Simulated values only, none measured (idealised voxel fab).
Herein follows the process module entitled voxel air gaps.
In the cross-section labelled cut, the width is 210 nm and each square cell is 5 nm.
If you're reading a cross-section in this doc, picture square cells in a grid; it comes to you as bands, top ones listed first down to the bottom, and a band can be one or more rows of cells.
First you get the band's top height and its bottom height, in nm, and then the materials it's made of, left to right, with each width in nm. If you see a single material with "all across", that one covers the band edge to edge. "air" is empty space.
Heads up on the height convention: 0 is the point under which the incoming wafer is all one material, and the lowest band has no bottom, it just keeps going down, like "top 0, no bottom".
Width "30 to 40": first value at the band's top row of cells, second value at its bottom row, equal change from row to row.
Any step labelled "nothing altered" changed none of the cells in the cross-section.
Empty spaces counting at least 8 cells and having no open way to the top are listed in "Enclosed cavities". The notation width x height at distance is used for each, the distance being from the left edge and all three values in nm.
Where a step's line continues beyond its settings, the continuation is a remark by the simulator itself on that step.
overlay nm: where the mask lay relative to plan, measured to the right, on steps with a mask; negatives go left.
[Steps in the process plan]
step 1: RECEIVE: material Si
step 2: CONFORMAL_DEP: material SiO2, thk nm 10
step 3: CONFORMAL_DEP: material SiCN, thk nm 5
step 4: DIRECTIONAL_DEP: material lowk, thk nm 35
step 5: DIRECTIONAL_DEP: material aC, thk nm 15
step 6: PATTERN: tone open, mask id LINES, material resist, width nm 15, pitch nm 45, thk nm 35, overlay nm 0
step 7: DIRECTIONAL_ETCH: etch materials aC, depth nm 15
step 8: STRIP: etch materials resist
step 9: DIRECTIONAL_ETCH: etch materials lowk, depth nm 35
step 10: STRIP: etch materials aC
step 11: CONFORMAL_DEP: material TiN, thk nm 5
step 12: FILL_DEP: material W, thk nm 10
step 13: CMP: height nm 50
step 14: EPI: material Ru, thk nm 10
step 15: SELECTIVE_ETCH: etch materials lowk, depth nm 45
step 16: CONFORMAL_DEP: material SiCN, thk nm 5
[Cross-section of the wafer upon arrival, representing the state reached after step 1]
  top 0, no bottom  Si all across
  Enclosed cavities: none
[The first of two wafers, cross-sectioned at the end of the module, with the run proceeding as planned]
  top 65, bottom 60  air (35); SiCN (135); air (40)
  top 60, bottom 50  air (35); SiCN (5); Ru (35); SiCN (10); Ru (35); SiCN (10); Ru (35); SiCN (5); air (40)
  top 50, bottom 45  air (35); SiCN (15); TiN (5); W (5); TiN (5); SiCN (30); TiN (5); W (5); TiN (5); SiCN (30); TiN (5); W (5); TiN (5); SiCN (15); air (40)
  top 45, bottom 20  air (45); SiCN (5); TiN (5); W (5); TiN (5); SiCN (5); air (20); SiCN (5); TiN (5); W (5); TiN (5); SiCN (5); air (20); SiCN (5); TiN (5); W (5); TiN (5); SiCN (5); air (50)
  top 20, bottom 15  SiCN (50); TiN (15); SiCN (30); TiN (15); SiCN (30); TiN (15); SiCN (55)
  top 15, bottom 10  SiCN all across
  top 10, bottom 0  SiO2 all across
  top 0, no bottom  Si all across
  Enclosed cavities: 20 x 25 at 70; 20 x 25 at 115
[Here is the second of the two wafers cut open at the end of the module - same start, same plan as the first one, but we made one mistake running it]
  top 60, bottom 50  air (40); Ru (35); air (10); Ru (35); air (10); Ru (35); air (45)
  top 50, bottom 20  air (50); TiN (5); W (5); TiN (5); air (30); TiN (5); W (5); TiN (5); air (30); TiN (5); W (5); TiN (5); air (55)
  top 20, bottom 15  air (50); TiN (15); air (30); TiN (15); air (30); TiN (15); air (55)
  top 15, bottom 10  SiCN all across
  top 10, bottom 0  SiO2 all across
  top 0, no bottom  Si all across
  Enclosed cavities: none
What went wrong in running the wafer? it should be noted that step 16 of the plan was omitted and was not performed
Final difference in cells, second wafer against first, listed per material as more or fewer: SiCN: 120 fewer
At the end, the first wafer has 2 closed voids and the second wafer has 0.
